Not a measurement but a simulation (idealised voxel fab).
This section sets out a process module, namely voxel transistor to metal.
Pictured: cross-section cut, 190 nm wide, on a grid of 5 nm square cells.
Throughout this document, each cross-section is represented as a grid of square cells and is presented as a sequence of bands enumerated from the top downward, where a band comprises one or more rows of cells.
For a band, the entry starts with two heights in nm, that of the top and then that of the bottom, and carries on with the band's materials in order from left to right, each alongside its width in nm; the word "full width" beside a single material means it fills the band edge to edge, and "blank" means empty space.
The level at which height equals 0 is the one under which the wafer, as it arrives, is entirely one material. No lower edge exists for the bottom band, which continues downward and is notated as in "0..down".
A width such as "30..40" changes by the same amount from each row of cells to the next, from the band's top row to its bottom row.
"no alterations made" (step): cross-section cells unchanged, all of them.
Entry "Enclosed void entries" = empty spaces >= 8 cells with no open way to the top; each as width x height at distance, distance from left edge, all nm.
Whatever follows a step's settings on its line is a remark the simulator itself makes about that step.
The optional step-line setting "overlay nm" applies to steps with a mask and quantifies how far to the right of its planned location the mask lay, a negative value indicating leftward placement.
## Process steps - plan
| 1 | RECEIVE, material Si |
| 2 | OXIDIZE, depth nm 5 |
| 3 | CONFORMAL_DEP, material SiN, thk nm 15 |
| 4 | MASKED_ETCH, tone cover, mask id ACTIVE, width nm 95, etch materials SiN, depth nm 15, overlay nm 0 |
| 5 | MASKED_ETCH, tone cover, mask id ACTIVE, width nm 95, etch materials SiO2, depth nm 5, overlay nm 0 |
| 6 | MASKED_ETCH, tone cover, mask id ACTIVE, width nm 95, etch materials Si, depth nm 20, overlay nm 0 |
| 7 | OXIDIZE, depth nm 5 |
| 8 | FILL_DEP, material SiO2, thk nm 5 |
| 9 | CMP, height nm 15 |
| 10 | SELECTIVE_ETCH, etch materials SiO2, depth nm 15 |
| 11 | STRIP, etch materials SiN |
| 12 | SELECTIVE_ETCH, etch materials SiO2, depth nm 5 |
| 13 | OXIDIZE, depth nm 5 |
| 14 | DIRECTIONAL_DEP, material polySi, thk nm 25 |
| 15 | DIRECTIONAL_DEP, material SiCN, thk nm 15 |
| 16 | PATTERN, tone cover, mask id GATE, material resist, width nm 15, thk nm 15, overlay nm 0 |
| 17 | DIRECTIONAL_ETCH, etch materials SiCN, depth nm 25 |
| 18 | DIRECTIONAL_ETCH, etch materials polySi, depth nm 35 |
| 19 | STRIP, etch materials resist |
| 20 | CONFORMAL_DEP, material SiO2, thk nm 5 |
| 21 | DIRECTIONAL_ETCH, etch materials SiO2, depth nm 5 |
| 22 | CONFORMAL_DEP, material SiN, thk nm 5 |
| 23 | DIRECTIONAL_ETCH, etch materials SiN, depth nm 5 |
| 24 | DIRECTIONAL_ETCH, etch materials SiO2, depth nm 5 |
| 25 | DIRECTIONAL_ETCH, etch materials Si, depth nm 15 |
| 26 | EPI, material SiGe, thk nm 15 |
| 27 | FILL_DEP, material SiO2, thk nm 5 |
| 28 | CMP, height nm 35 |
| 29 | DIRECTIONAL_DEP, material SiO2, thk nm 10 |
| 30 | DIRECTIONAL_DEP, material aC, thk nm 15 |
| 31 | PATTERN, tone open, mask id CONTACT, material resist, width nm 25, pitch nm 50, thk nm 35, overlay nm 0 |
| 32 | DIRECTIONAL_ETCH, etch materials aC, depth nm 15 |
| 33 | STRIP, etch materials resist |
| 34 | DIRECTIONAL_ETCH, etch materials SiO2, depth nm 55 |
| 35 | STRIP, etch materials aC |
| 36 | CONFORMAL_DEP, material TiN, thk nm 5 |
| 37 | FILL_DEP, material Ru, thk nm 5 |
| 38 | CMP, height nm 45 |
| 39 | CONFORMAL_DEP, material SiN, thk nm 5 |
| 40 | DIRECTIONAL_DEP, material lowk, thk nm 20 |
| 41 | PATTERN, tone open, mask id METAL_1, material resist, width nm 15, pitch nm 60, thk nm 15, overlay nm 0 |
| 42 | DIRECTIONAL_ETCH, etch materials lowk, depth nm 20 |
| 43 | DIRECTIONAL_ETCH, etch materials SiN, depth nm 5 |
| 44 | STRIP, etch materials resist |
| 45 | CONFORMAL_DEP, material TiN, thk nm 5 |
| 46 | FILL_DEP, material Cu, thk nm 10 |
| 47 | CMP, height nm 70 |
| 48 | CONFORMAL_DEP, material SiN, thk nm 5 |
## First of two wafers - as planned
## So this is the incoming wafer in cross-section - it's already been through step 1
	0..down: Si full width
	Enclosed void entries: none
## You're looking at a cross-section of the wafer after step 2
	0..-5: SiO2 full width
	Everything below -5 is unchanged.
## You're looking at a cross-section of the wafer after step 3
	15..0: SiN full width
	Everything below 0 is unchanged.
## You're looking at a cross-section of the wafer after step 4
	15..0: blank 45, then SiN 95, then blank 50
	Everything below 0 is unchanged.
## You're looking at a cross-section of the wafer after step 5
	15..0: blank 45, then SiN 95, then blank 50
	0..-5: blank 45, then SiO2 95, then blank 50
	Everything below -5 is unchanged.
## You're looking at a cross-section of the wafer after step 6
	15..0: blank 45, then SiN 95, then blank 50
	0..-5: blank 45, then SiO2 95, then blank 50
	-5..-25: blank 45, then Si 95, then blank 50
	Everything below -25 is unchanged.
## You're looking at a cross-section of the wafer after step 7
	15..0: blank 45, then SiN 95, then blank 50
	0..-5: blank 45, then SiO2 95, then blank 50
	-5..-25: blank 45, then SiO2 5, then Si 85, then SiO2 5, then blank 50
	-25..-30: SiO2 50, then Si 85, then SiO2 55
	Everything below -30 is unchanged.
## You're looking at a cross-section of the wafer after step 8
	20..15: SiO2 full width
	15..0: SiO2 45, then SiN 95, then SiO2 50
	0..-5: SiO2 full width
	-5..-30: SiO2 50, then Si 85, then SiO2 55
	Everything below -30 is unchanged.
## You're looking at a cross-section of the wafer after step 9
	15..0: SiO2 45, then SiN 95, then SiO2 50
	Everything below 0 is unchanged.
## You're looking at a cross-section of the wafer after step 10
	15..0: blank 45, then SiN 95, then blank 50
	Everything below 0 is unchanged.
## You're looking at a cross-section of the wafer after step 11
	0..-5: SiO2 full width
	Everything below -5 is unchanged.
## You're looking at a cross-section of the wafer after step 12
	-5..-30: SiO2 50, then Si 85, then SiO2 55
	Everything below -30 is unchanged.
## You're looking at a cross-section of the wafer after step 13
	-5..-10: SiO2 full width
	Everything below -10 is unchanged.
## You're looking at a cross-section of the wafer after step 14
	20..-5: polySi full width
	Everything below -5 is unchanged.
## You're looking at a cross-section of the wafer after step 15
	35..20: SiCN full width
	Everything below 20 is unchanged.
## You're looking at a cross-section of the wafer after step 16
	50..35: blank 85, then resist 15, then blank 90
	Everything below 35 is unchanged.
## You're looking at a cross-section of the wafer after step 17
	50..35: blank 85, then resist 15, then blank 90
	35..20: blank 85, then SiCN 15, then blank 90
	Everything below 20 is unchanged.
## You're looking at a cross-section of the wafer after step 18
	50..35: blank 85, then resist 15, then blank 90
	35..20: blank 85, then SiCN 15, then blank 90
	20..-5: blank 85, then polySi 15, then blank 90
	Everything below -5 is unchanged.
## You're looking at a cross-section of the wafer after step 19
	35..20: blank 85, then SiCN 15, then blank 90
	Everything below 20 is unchanged.
## You're looking at a cross-section of the wafer after step 20
	40..35: blank 80, then SiO2 25, then blank 85
	35..20: blank 80, then SiO2 5, then SiCN 15, then SiO2 5, then blank 85
	20..0: blank 80, then SiO2 5, then polySi 15, then SiO2 5, then blank 85
	0..-5: SiO2 85, then polySi 15, then SiO2 90
	Everything below -5 is unchanged.
## You're looking at a cross-section of the wafer after step 21
	35..20: blank 80, then SiO2 5, then SiCN 15, then SiO2 5, then blank 85
	20..-5: blank 80, then SiO2 5, then polySi 15, then SiO2 5, then blank 85
	Everything below -5 is unchanged.
## You're looking at a cross-section of the wafer after step 22
	40..35: blank 75, then SiN 35, then blank 80
	35..20: blank 75, then SiN 5, then SiO2 5, then SiCN 15, then SiO2 5, then SiN 5, then blank 80
	20..0: blank 75, then SiN 5, then SiO2 5, then polySi 15, then SiO2 5, then SiN 5, then blank 80
	0..-5: SiN 80, then SiO2 5, then polySi 15, then SiO2 5, then SiN 85
	Everything below -5 is unchanged.
## You're looking at a cross-section of the wafer after step 23
	35..20: blank 75, then SiN 5, then SiO2 5, then SiCN 15, then SiO2 5, then SiN 5, then blank 80
	20..-5: blank 75, then SiN 5, then SiO2 5, then polySi 15, then SiO2 5, then SiN 5, then blank 80
	Everything below -5 is unchanged.
## You're looking at a cross-section of the wafer after step 24
	35..30: blank 75, then SiN 5, then blank 5, then SiCN 15, then blank 5, then SiN 5, then blank 80
	30..20: blank 75, then SiN 5, then SiO2 5, then SiCN 15, then SiO2 5, then SiN 5, then blank 80
	20..-5: blank 75, then SiN 5, then SiO2 5, then polySi 15, then SiO2 5, then SiN 5, then blank 80
	-5..-10: blank 75, then SiO2 35, then blank 80
	Everything below -10 is unchanged.
## You're looking at a cross-section of the wafer after step 25
	35..30: blank 75, then SiN 5, then blank 5, then SiCN 15, then blank 5, then SiN 5, then blank 80
	30..20: blank 75, then SiN 5, then SiO2 5, then SiCN 15, then SiO2 5, then SiN 5, then blank 80
	20..-5: blank 75, then SiN 5, then SiO2 5, then polySi 15, then SiO2 5, then SiN 5, then blank 80
	-5..-10: blank 75, then SiO2 35, then blank 80
	-10..-25: SiO2 50, then blank 25, then Si 35, then blank 25, then SiO2 55
	Everything below -25 is unchanged.
## You're looking at a cross-section of the wafer after step 26
	35..30: blank 75, then SiN 5, then blank 5, then SiCN 15, then blank 5, then SiN 5, then blank 80
	30..20: blank 75, then SiN 5, then SiO2 5, then SiCN 15, then SiO2 5, then SiN 5, then blank 80
	20..5: blank 75, then SiN 5, then SiO2 5, then polySi 15, then SiO2 5, then SiN 5, then blank 80
	5..-5: blank 60, then SiGe 15, then SiN 5, then SiO2 5, then polySi 15, then SiO2 5, then SiN 5, then SiGe 15, then blank 65
	-5..-10: blank 60, then SiGe 15, then SiO2 35, then SiGe 15, then blank 65
	-10..-25: SiO2 50, then SiGe 25, then Si 35, then SiGe 25, then SiO2 55
	Everything below -25 is unchanged.
## You're looking at a cross-section of the wafer after step 27
	40..35: SiO2 full width
	35..20: SiO2 75, then SiN 5, then SiO2 5, then SiCN 15, then SiO2 5, then SiN 5, then SiO2 80
	20..5: SiO2 75, then SiN 5, then SiO2 5, then polySi 15, then SiO2 5, then SiN 5, then SiO2 80
	5..-5: SiO2 60, then SiGe 15, then SiN 5, then SiO2 5, then polySi 15, then SiO2 5, then SiN 5, then SiGe 15, then SiO2 65
	-5..-10: SiO2 60, then SiGe 15, then SiO2 35, then SiGe 15, then SiO2 65
	Everything below -10 is unchanged.
## You're looking at a cross-section of the wafer after step 28
	35..20: SiO2 75, then SiN 5, then SiO2 5, then SiCN 15, then SiO2 5, then SiN 5, then SiO2 80
	Everything below 20 is unchanged.
## You're looking at a cross-section of the wafer after step 29
	45..35: SiO2 full width
	Everything below 35 is unchanged.
## You're looking at a cross-section of the wafer after step 30
	60..45: aC full width
	Everything below 45 is unchanged.
## You're looking at a cross-section of the wafer after step 31
	95..60: resist 55, then blank 25, then resist 25, then blank 25, then resist 60
	Everything below 60 is unchanged.
## You're looking at a cross-section of the wafer after step 32
	80..60: resist 55, then blank 25, then resist 25, then blank 25, then resist 60
	60..45: aC 55, then blank 25, then aC 25, then blank 25, then aC 60
	Everything below 45 is unchanged.
## You're looking at a cross-section of the wafer after step 33
	60..45: aC 55, then blank 25, then aC 25, then blank 25, then aC 60
	Everything below 45 is unchanged.
## You're looking at a cross-section of the wafer after step 34
	60..45: aC 55, then blank 25, then aC 25, then blank 25, then aC 60
	45..35: SiO2 55, then blank 25, then SiO2 25, then blank 25, then SiO2 60
	35..20: SiO2 55, then blank 20, then SiN 5, then SiO2 5, then SiCN 15, then SiO2 5, then SiN 5, then blank 20, then SiO2 60
	20..5: SiO2 55, then blank 20, then SiN 5, then SiO2 5, then polySi 15, then SiO2 5, then SiN 5, then blank 20, then SiO2 60
	5..-5: SiO2 55, then blank 5, then SiGe 15, then SiN 5, then SiO2 5, then polySi 15, then SiO2 5, then SiN 5, then SiGe 15, then blank 5, then SiO2 60
	-5..-10: SiO2 55, then blank 5, then SiGe 15, then SiO2 35, then SiGe 15, then blank 5, then SiO2 60
	Everything below -10 is unchanged.
## You're looking at a cross-section of the wafer after step 35
	45..35: SiO2 55, then blank 25, then SiO2 25, then blank 25, then SiO2 60
	Everything below 35 is unchanged.
## You're looking at a cross-section of the wafer after step 36
	50..45: TiN 60, then blank 15, then TiN 35, then blank 15, then TiN 65
	45..35: SiO2 55, then TiN 5, then blank 15..10, then TiN 5..10, then SiO2 25, then TiN 5..10, then blank 15..10, then TiN 5, then SiO2 60
	35..20: SiO2 55, then TiN 5, then blank 10, then TiN 5, then SiN 5, then SiO2 5, then SiCN 15, then SiO2 5, then SiN 5, then TiN 5, then blank 10, then TiN 5, then SiO2 60
	20..10: SiO2 55, then TiN 5, then blank 10, then TiN 5, then SiN 5, then SiO2 5, then polySi 15, then SiO2 5, then SiN 5, then TiN 5, then blank 10, then TiN 5, then SiO2 60
	10..5: SiO2 55, then TiN 20, then SiN 5, then SiO2 5, then polySi 15, then SiO2 5, then SiN 5, then TiN 20, then SiO2 60
	5..-5: SiO2 55, then TiN 5, then SiGe 15, then SiN 5, then SiO2 5, then polySi 15, then SiO2 5, then SiN 5, then SiGe 15, then TiN 5, then SiO2 60
	-5..-10: SiO2 55, then TiN 5, then SiGe 15, then SiO2 35, then SiGe 15, then TiN 5, then SiO2 60
	Everything below -10 is unchanged.
## You're looking at a cross-section of the wafer after step 37
	55..50: Ru full width
	50..45: TiN 60, then Ru 15, then TiN 35, then Ru 15, then TiN 65
	45..35: SiO2 55, then TiN 5, then Ru 15..10, then TiN 5..10, then SiO2 25, then TiN 5..10, then Ru 15..10, then TiN 5, then SiO2 60
	35..20: SiO2 55, then TiN 5, then Ru 10, then TiN 5, then SiN 5, then SiO2 5, then SiCN 15, then SiO2 5, then SiN 5, then TiN 5, then Ru 10, then TiN 5, then SiO2 60
	20..10: SiO2 55, then TiN 5, then Ru 10, then TiN 5, then SiN 5, then SiO2 5, then polySi 15, then SiO2 5, then SiN 5, then TiN 5, then Ru 10, then TiN 5, then SiO2 60
	Everything below 10 is unchanged.
## You're looking at a cross-section of the wafer after step 38
	45..35: SiO2 55, then TiN 5, then Ru 15..10, then TiN 5..10, then SiO2 25, then TiN 5..10, then Ru 15..10, then TiN 5, then SiO2 60
	Everything below 35 is unchanged.
## You're looking at a cross-section of the wafer after step 39
	50..45: SiN full width
	Everything below 45 is unchanged.
## You're looking at a cross-section of the wafer after step 40
	70..50: lowk full width
	Everything below 50 is unchanged.
## You're looking at a cross-section of the wafer after step 41
	85..70: resist 55, then blank 15, then resist 45, then blank 15, then resist 60
	Everything below 70 is unchanged.
## You're looking at a cross-section of the wafer after step 42
	85..70: resist 55, then blank 15, then resist 45, then blank 15, then resist 60
	70..50: lowk 55, then blank 15, then lowk 45, then blank 15, then lowk 60
	Everything below 50 is unchanged.
## You're looking at a cross-section of the wafer after step 43
	85..70: resist 55, then blank 15, then resist 45, then blank 15, then resist 60
	70..50: lowk 55, then blank 15, then lowk 45, then blank 15, then lowk 60
	50..45: SiN 55, then blank 15, then SiN 45, then blank 15, then SiN 60
	Everything below 45 is unchanged.
## You're looking at a cross-section of the wafer after step 44
	70..50: lowk 55, then blank 15, then lowk 45, then blank 15, then lowk 60
	Everything below 50 is unchanged.
## You're looking at a cross-section of the wafer after step 45
	75..70: TiN 60, then blank 5, then TiN 55, then blank 5, then TiN 65
	70..50: lowk 55, then TiN 5, then blank 5, then TiN 5, then lowk 45, then TiN 5, then blank 5, then TiN 5, then lowk 60
	50..45: SiN 55, then TiN 15, then SiN 45, then TiN 15, then SiN 60
	Everything below 45 is unchanged.
## You're looking at a cross-section of the wafer after step 46
	85..75: Cu full width
	75..70: TiN 60, then Cu 5, then TiN 55, then Cu 5, then TiN 65
	70..50: lowk 55, then TiN 5, then Cu 5, then TiN 5, then lowk 45, then TiN 5, then Cu 5, then TiN 5, then lowk 60
	Everything below 50 is unchanged.
## You're looking at a cross-section of the wafer after step 47
	70..50: lowk 55, then TiN 5, then Cu 5, then TiN 5, then lowk 45, then TiN 5, then Cu 5, then TiN 5, then lowk 60
	Everything below 50 is unchanged.
## You're looking at a cross-section of the wafer after step 48
	75..70: SiN full width
	Everything below 70 is unchanged.
## Companion wafer, the second of two: same beginning, same intended sequence, one mistake in carrying it out; through step 26 inclusive it tracks the first exactly
## The second wafer cut through, at the time step 27 was supposed to be finished
	40..35: lowk full width
	35..30: lowk 75, then SiN 5, then lowk 5, then SiCN 15, then lowk 5, then SiN 5, then lowk 80
	30..20: lowk 75, then SiN 5, then SiO2 5, then SiCN 15, then SiO2 5, then SiN 5, then lowk 80
	20..5: lowk 75, then SiN 5, then SiO2 5, then polySi 15, then SiO2 5, then SiN 5, then lowk 80
	5..-5: lowk 60, then SiGe 15, then SiN 5, then SiO2 5, then polySi 15, then SiO2 5, then SiN 5, then SiGe 15, then lowk 65
	-5..-10: lowk 60, then SiGe 15, then SiO2 35, then SiGe 15, then lowk 65
	Everything below -10 is unchanged.
## The second wafer cut through, at the time step 28 was supposed to be finished
	35..30: lowk 75, then SiN 5, then lowk 5, then SiCN 15, then lowk 5, then SiN 5, then lowk 80
	Everything below 30 is unchanged.
## The second wafer cut through, at the time step 29 was supposed to be finished
	45..35: SiO2 full width
	Everything below 35 is unchanged.
## The second wafer cut through, at the time step 30 was supposed to be finished
	60..45: aC full width
	Everything below 45 is unchanged.
## The second wafer cut through, at the time step 31 was supposed to be finished
	95..60: resist 55, then blank 25, then resist 25, then blank 25, then resist 60
	Everything below 60 is unchanged.
## The second wafer cut through, at the time step 32 was supposed to be finished
	80..60: resist 55, then blank 25, then resist 25, then blank 25, then resist 60
	60..45: aC 55, then blank 25, then aC 25, then blank 25, then aC 60
	Everything below 45 is unchanged.
## The second wafer cut through, at the time step 33 was supposed to be finished
	60..45: aC 55, then blank 25, then aC 25, then blank 25, then aC 60
	Everything below 45 is unchanged.
## The second wafer cut through, at the time step 34 was supposed to be finished
	60..45: aC 55, then blank 25, then aC 25, then blank 25, then aC 60
	45..35: SiO2 55, then blank 25, then SiO2 25, then blank 25, then SiO2 60
	Everything below 35 is unchanged.
## The second wafer cut through, at the time step 35 was supposed to be finished
	45..35: SiO2 55, then blank 25, then SiO2 25, then blank 25, then SiO2 60
	Everything below 35 is unchanged.
## The second wafer cut through, at the time step 36 was supposed to be finished
	50..45: TiN 60, then blank 15, then TiN 35, then blank 15, then TiN 65
	45..40: SiO2 55, then TiN 5, then blank 15, then TiN 5, then SiO2 25, then TiN 5, then blank 15, then TiN 5, then SiO2 60
	40..35: SiO2 55, then TiN 25, then SiO2 25, then TiN 25, then SiO2 60
	Everything below 35 is unchanged.
## The second wafer cut through, at the time step 37 was supposed to be finished
	55..50: Ru full width
	50..45: TiN 60, then Ru 15, then TiN 35, then Ru 15, then TiN 65
	45..40: SiO2 55, then TiN 5, then Ru 15, then TiN 5, then SiO2 25, then TiN 5, then Ru 15, then TiN 5, then SiO2 60
	Everything below 40 is unchanged.
## The second wafer cut through, at the time step 38 was supposed to be finished
	45..40: SiO2 55, then TiN 5, then Ru 15, then TiN 5, then SiO2 25, then TiN 5, then Ru 15, then TiN 5, then SiO2 60
	Everything below 40 is unchanged.
## The second wafer cut through, at the time step 39 was supposed to be finished
	50..45: SiN full width
	Everything below 45 is unchanged.
## The second wafer cut through, at the time step 40 was supposed to be finished
	70..50: lowk full width
	Everything below 50 is unchanged.
## The second wafer cut through, at the time step 41 was supposed to be finished
	85..70: resist 55, then blank 15, then resist 45, then blank 15, then resist 60
	Everything below 70 is unchanged.
## The second wafer cut through, at the time step 42 was supposed to be finished
	85..70: resist 55, then blank 15, then resist 45, then blank 15, then resist 60
	70..50: lowk 55, then blank 15, then lowk 45, then blank 15, then lowk 60
	Everything below 50 is unchanged.
## The second wafer cut through, at the time step 43 was supposed to be finished
	85..70: resist 55, then blank 15, then resist 45, then blank 15, then resist 60
	70..50: lowk 55, then blank 15, then lowk 45, then blank 15, then lowk 60
	50..45: SiN 55, then blank 15, then SiN 45, then blank 15, then SiN 60
	Everything below 45 is unchanged.
## The second wafer cut through, at the time step 44 was supposed to be finished
	70..50: lowk 55, then blank 15, then lowk 45, then blank 15, then lowk 60
	Everything below 50 is unchanged.
## The second wafer cut through, at the time step 45 was supposed to be finished
	75..70: TiN 60, then blank 5, then TiN 55, then blank 5, then TiN 65
	70..50: lowk 55, then TiN 5, then blank 5, then TiN 5, then lowk 45, then TiN 5, then blank 5, then TiN 5, then lowk 60
	50..45: SiN 55, then TiN 15, then SiN 45, then TiN 15, then SiN 60
	Everything below 45 is unchanged.
## The second wafer cut through, at the time step 46 was supposed to be finished
	85..75: Cu full width
	75..70: TiN 60, then Cu 5, then TiN 55, then Cu 5, then TiN 65
	70..50: lowk 55, then TiN 5, then Cu 5, then TiN 5, then lowk 45, then TiN 5, then Cu 5, then TiN 5, then lowk 60
	Everything below 50 is unchanged.
## The second wafer cut through, at the time step 47 was supposed to be finished
	70..50: lowk 55, then TiN 5, then Cu 5, then TiN 5, then lowk 45, then TiN 5, then Cu 5, then TiN 5, then lowk 60
	Everything below 50 is unchanged.
## The second wafer cut through, at the time step 48 was supposed to be finished
	75..70: SiN full width
	Everything below 70 is unchanged.
Here's what went sideways: note that step 27 departed from the planned setting and was carried out as FILL_DEP, material lowk, thk nm 5
Final comparison by cell count, materials where the second wafer has more or fewer than the first: -24 Ru, -209 SiO2, -30 TiN, +263 lowk
